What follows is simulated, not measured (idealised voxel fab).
process module | voxel gate over fins
Pictured: cross-section cut, 230 nm wide, on a grid of 5 nm square cells.
Reading order for cross-sections: top band down to bottom band. Underlying form: a grid of square cells. Band size: one or more rows of cells.
Band: top height; bottom height; in nm. Then, left to right: material with width in nm, for each material. "edge to edge": a single material spanning edge to edge. "air": empty space.
Counting heights begins at 0, where everything beneath is, in the wafer as received, one material. The lowest band has no bottom; it goes on downwards, as "top 0, no bottom" shows.
Width: "30..40" (first number = top row, second number = bottom row, same change from row to row of cells).
"left unchanged" -> step changed no cross-section cell.
For the entry "Tabulated closed voids", the listed items are empty spaces with no open way to the top whose size is 8 cells or more; each item follows the pattern width x height at distance, where distance is from the left edge and all three are in nm.
Where a step's line continues beyond its settings, the continuation is a remark by the simulator itself on that step.
"overlay nm" denotes, for a step that has a mask, the displacement of the mask to the right of its planned place, with negative values corresponding to the left.
-- The following list gives the planned process steps
| 1 | op RECEIVE | material Si |
| 2 | op CONFORMAL_DEP | material SiN | thk nm 10 |
| 3 | op PATTERN | tone cover | mask id FINS | material resist | width nm 15 | pitch nm 40 | thk nm 15 | overlay nm 0 |
| 4 | op DIRECTIONAL_ETCH | etch materials SiN | depth nm 10 |
| 5 | op DIRECTIONAL_ETCH | etch materials Si | depth nm 35 |
| 6 | op STRIP | etch materials resist |
| 7 | op FILL_DEP | material SiO2 | thk nm 5 |
| 8 | op CMP | height nm 10 |
| 9 | op SELECTIVE_ETCH | etch materials SiO2 | depth nm 20 |
| 10 | op STRIP | etch materials SiN |
| 11 | op CONFORMAL_DEP | material HfO2 | thk nm 5 |
| 12 | op CONFORMAL_DEP | material TiN | thk nm 5 |
| 13 | op CONFORMAL_DEP | material TiAl | thk nm 5 |
| 14 | op CONFORMAL_DEP | material TiN | thk nm 5 |
| 15 | op FILL_DEP | material W | thk nm 15 |
| 16 | op CMP | height nm 30 |
| 17 | op CONFORMAL_DEP | material SiCN | thk nm 5 |
-- Shown in cross-section is the wafer as received, that is, as it stands after step 1
    top 0, no bottom: Si edge to edge
    Tabulated closed voids: none
-- Starting wafer: above. Plan: above. Run: one mistake. Cross-section after the module: below
    top 35, bottom 30: HfO2 edge to edge
    top 30, bottom 20: W edge to edge
    top 20, bottom 15: W=45 / TiN=135 / W=50
    top 15, bottom 10: W=45 / TiN=5 / TiAl=125 / TiN=5 / W=50
    top 10, bottom 5: TiN=50 / TiAl=5 / TiN=35 / TiAl=5 / TiN=35 / TiAl=5 / TiN=35 / TiAl=5 / TiN=55
    top 5, bottom 0: TiAl=55 / TiN=5 / HfO2=25 / TiN=5 / TiAl=5 / TiN=5 / HfO2=25 / TiN=5 / TiAl=5 / TiN=5 / HfO2=25 / TiN=5 / TiAl=60
    top 0, bottom -5: TiN=60 / HfO2=5 / Si=15 / HfO2=5 / TiN=15 / HfO2=5 / Si=15 / HfO2=5 / TiN=15 / HfO2=5 / Si=15 / HfO2=5 / TiN=65
    top -5, bottom -10: HfO2=65 / Si=15 / HfO2=25 / Si=15 / HfO2=25 / Si=15 / HfO2=70
    top -10, bottom -35: SiO2=65 / Si=15 / SiO2=25 / Si=15 / SiO2=25 / Si=15 / SiO2=70
    top -35, no bottom: Si edge to edge
    Tabulated closed voids: none
What was the processing mistake? off-plan run, step 17, actual operation and settings op CONFORMAL_DEP | material HfO2 | thk nm 5
